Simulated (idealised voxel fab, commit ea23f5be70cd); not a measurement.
Name of the process module below: voxel tone inversion
For reference, the cross-section in this document is cut, with width 230 nm and square cells of 5 nm.
Cross-sections here: square-cell grids, written as top-down lists of bands, a band being one or more rows of cells. Band: top and bottom heights (nm) first, top before bottom; then materials from left to right, widths in nm. "everywhere" marks a sole material filling the band edge to edge. "air" denotes empty space. Heights are expressed relative to 0, this being the level below which the as-received wafer comprises one material exclusively. The lowest band is unbounded in the downward direction and is denoted as in "0 nm and below". Width "30..40": first value at the band's top row of cells, second value at its bottom row, equal change from row to row. Take "nothing altered" at face value: in the step it is given for, the cross-section changed in none of its cells. "Sealed void list": sealed empty spaces, 8 cells or more, no open way to top, listed width x height at distance, with distance from the left edge and width, height and distance in nm. Past the settings on a step's line: simulator remark, on that step. A step line may carry the setting "overlay nm", which, for steps involving a mask, states the distance by which the mask lay to the right of its intended position; negative values denote displacement to the left.

[The process steps that were planned are listed below]
- 1: RECEIVE with material Si
- 2: CONFORMAL_DEP with material SiN, thk nm 10
- 3: DIRECTIONAL_DEP with material polySi, thk nm 15
- 4: PATTERN with tone cover, mask id POSTS, material resist, width nm 15, pitch nm 30, thk nm 25, overlay nm 0
- 5: DIRECTIONAL_ETCH with etch materials polySi, depth nm 15
- 6: STRIP with etch materials resist
- 7: FILL_DEP with material lowk, thk nm 10
- 8: CMP with height nm 25
- 9: STRIP with etch materials polySi
- 10: CONFORMAL_DEP with material TiN, thk nm 5
- 11: FILL_DEP with material W, thk nm 10
- 12: CMP with height nm 25
- 13: CONFORMAL_DEP with material SiCN, thk nm 5

[First wafer out of two, processed as planned]

[So this is the incoming wafer in cross-section - it's already been through step 1]
	0 nm and below = Si everywhere
	Sealed void list: none

[Upon completion of step 2, the wafer appears in cross-section as shown]
	10 nm to 0 nm = SiN everywhere
	Nothing below the height 0 has changed.

[Upon completion of step 3, the wafer appears in cross-section as shown]
	25 nm to 10 nm = polySi everywhere
	Nothing below the height 10 has changed.

[Upon completion of step 4, the wafer appears in cross-section as shown]
	50 nm to 25 nm = air (60); resist (15); air (15); resist (15); air (15); resist (15); air (15); resist (15); air (65)
	Nothing below the height 25 has changed.

[Upon completion of step 5, the wafer appears in cross-section as shown]
	50 nm to 25 nm = air (60); resist (15); air (15); resist (15); air (15); resist (15); air (15); resist (15); air (65)
	25 nm to 10 nm = air (60); polySi (15); air (15); polySi (15); air (15); polySi (15); air (15); polySi (15); air (65)
	Nothing below the height 10 has changed.

[Upon completion of step 6, the wafer appears in cross-section as shown]
	25 nm to 10 nm = air (60); polySi (15); air (15); polySi (15); air (15); polySi (15); air (15); polySi (15); air (65)
	Nothing below the height 10 has changed.

[Upon completion of step 7, the wafer appears in cross-section as shown]
	35 nm to 25 nm = lowk everywhere
	25 nm to 10 nm = lowk (60); polySi (15); lowk (15); polySi (15); lowk (15); polySi (15); lowk (15); polySi (15); lowk (65)
	Nothing below the height 10 has changed.

[Upon completion of step 8, the wafer appears in cross-section as shown]
	25 nm to 10 nm = lowk (60); polySi (15); lowk (15); polySi (15); lowk (15); polySi (15); lowk (15); polySi (15); lowk (65)
	Nothing below the height 10 has changed.

[Upon completion of step 9, the wafer appears in cross-section as shown]
	25 nm to 10 nm = lowk (60); air (15); lowk (15); air (15); lowk (15); air (15); lowk (15); air (15); lowk (65)
	Nothing below the height 10 has changed.

[Upon completion of step 10, the wafer appears in cross-section as shown]
	30 nm to 25 nm = TiN (65); air (5); TiN (25); air (5); TiN (25); air (5); TiN (25); air (5); TiN (70)
	25 nm to 15 nm = lowk (60); TiN (5); air (5); TiN (5); lowk (15); TiN (5); air (5); TiN (5); lowk (15); TiN (5); air (5); TiN (5); lowk (15); TiN (5); air (5); TiN (5); lowk (65)
	15 nm to 10 nm = lowk (60); TiN (15); lowk (15); TiN (15); lowk (15); TiN (15); lowk (15); TiN (15); lowk (65)
	Nothing below the height 10 has changed.

[Upon completion of step 11, the wafer appears in cross-section as shown]
	40 nm to 30 nm = W everywhere
	30 nm to 25 nm = TiN (65); W (5); TiN (25); W (5); TiN (25); W (5); TiN (25); W (5); TiN (70)
	25 nm to 15 nm = lowk (60); TiN (5); W (5); TiN (5); lowk (15); TiN (5); W (5); TiN (5); lowk (15); TiN (5); W (5); TiN (5); lowk (15); TiN (5); W (5); TiN (5); lowk (65)
	Nothing below the height 15 has changed.

[Upon completion of step 12, the wafer appears in cross-section as shown]
	25 nm to 15 nm = lowk (60); TiN (5); W (5); TiN (5); lowk (15); TiN (5); W (5); TiN (5); lowk (15); TiN (5); W (5); TiN (5); lowk (15); TiN (5); W (5); TiN (5); lowk (65)
	Nothing below the height 15 has changed.

[Upon completion of step 13, the wafer appears in cross-section as shown]
	30 nm to 25 nm = SiCN everywhere
	Nothing below the height 25 has changed.

[Second wafer: same start and same plan as the first, one execution error; identical to the first through step 3]

[X-section, second wafer, when step 4 was due to finish]
	50 nm to 25 nm = air (55); resist (15); air (15); resist (15); air (15); resist (15); air (15); resist (15); air (70)
	Nothing below the height 25 has changed.

[X-section, second wafer, when step 5 was due to finish]
	50 nm to 25 nm = air (55); resist (15); air (15); resist (15); air (15); resist (15); air (15); resist (15); air (70)
	25 nm to 10 nm = air (55); polySi (15); air (15); polySi (15); air (15); polySi (15); air (15); polySi (15); air (70)
	Nothing below the height 10 has changed.

[X-section, second wafer, when step 6 was due to finish]
	25 nm to 10 nm = air (55); polySi (15); air (15); polySi (15); air (15); polySi (15); air (15); polySi (15); air (70)
	Nothing below the height 10 has changed.

[X-section, second wafer, when step 7 was due to finish]
	35 nm to 25 nm = lowk everywhere
	25 nm to 10 nm = lowk (55); polySi (15); lowk (15); polySi (15); lowk (15); polySi (15); lowk (15); polySi (15); lowk (70)
	Nothing below the height 10 has changed.

[X-section, second wafer, when step 8 was due to finish]
	25 nm to 10 nm = lowk (55); polySi (15); lowk (15); polySi (15); lowk (15); polySi (15); lowk (15); polySi (15); lowk (70)
	Nothing below the height 10 has changed.

[X-section, second wafer, when step 9 was due to finish]
	25 nm to 10 nm = lowk (55); air (15); lowk (15); air (15); lowk (15); air (15); lowk (15); air (15); lowk (70)
	Nothing below the height 10 has changed.

[X-section, second wafer, when step 10 was due to finish]
	30 nm to 25 nm = TiN (60); air (5); TiN (25); air (5); TiN (25); air (5); TiN (25); air (5); TiN (75)
	25 nm to 15 nm = lowk (55); TiN (5); air (5); TiN (5); lowk (15); TiN (5); air (5); TiN (5); lowk (15); TiN (5); air (5); TiN (5); lowk (15); TiN (5); air (5); TiN (5); lowk (70)
	15 nm to 10 nm = lowk (55); TiN (15); lowk (15); TiN (15); lowk (15); TiN (15); lowk (15); TiN (15); lowk (70)
	Nothing below the height 10 has changed.

[X-section, second wafer, when step 11 was due to finish]
	40 nm to 30 nm = W everywhere
	30 nm to 25 nm = TiN (60); W (5); TiN (25); W (5); TiN (25); W (5); TiN (25); W (5); TiN (75)
	25 nm to 15 nm = lowk (55); TiN (5); W (5); TiN (5); lowk (15); TiN (5); W (5); TiN (5); lowk (15); TiN (5); W (5); TiN (5); lowk (15); TiN (5); W (5); TiN (5); lowk (70)
	Nothing below the height 15 has changed.

[X-section, second wafer, when step 12 was due to finish]
	25 nm to 15 nm = lowk (55); TiN (5); W (5); TiN (5); lowk (15); TiN (5); W (5); TiN (5); lowk (15); TiN (5); W (5); TiN (5); lowk (15); TiN (5); W (5); TiN (5); lowk (70)
	Nothing below the height 15 has changed.

[X-section, second wafer, when step 13 was due to finish]
	30 nm to 25 nm = SiCN everywhere
	Nothing below the height 25 has changed.
Deviation from plan: step 4 ran with different settings than intended, the actual operation and settings being PATTERN with tone cover, mask id POSTS, material resist, width nm 15, pitch nm 30, thk nm 25, overlay nm -5
The concluding comparison shows that, measured in cells, each material is equally abundant on both wafers, albeit at different positions.
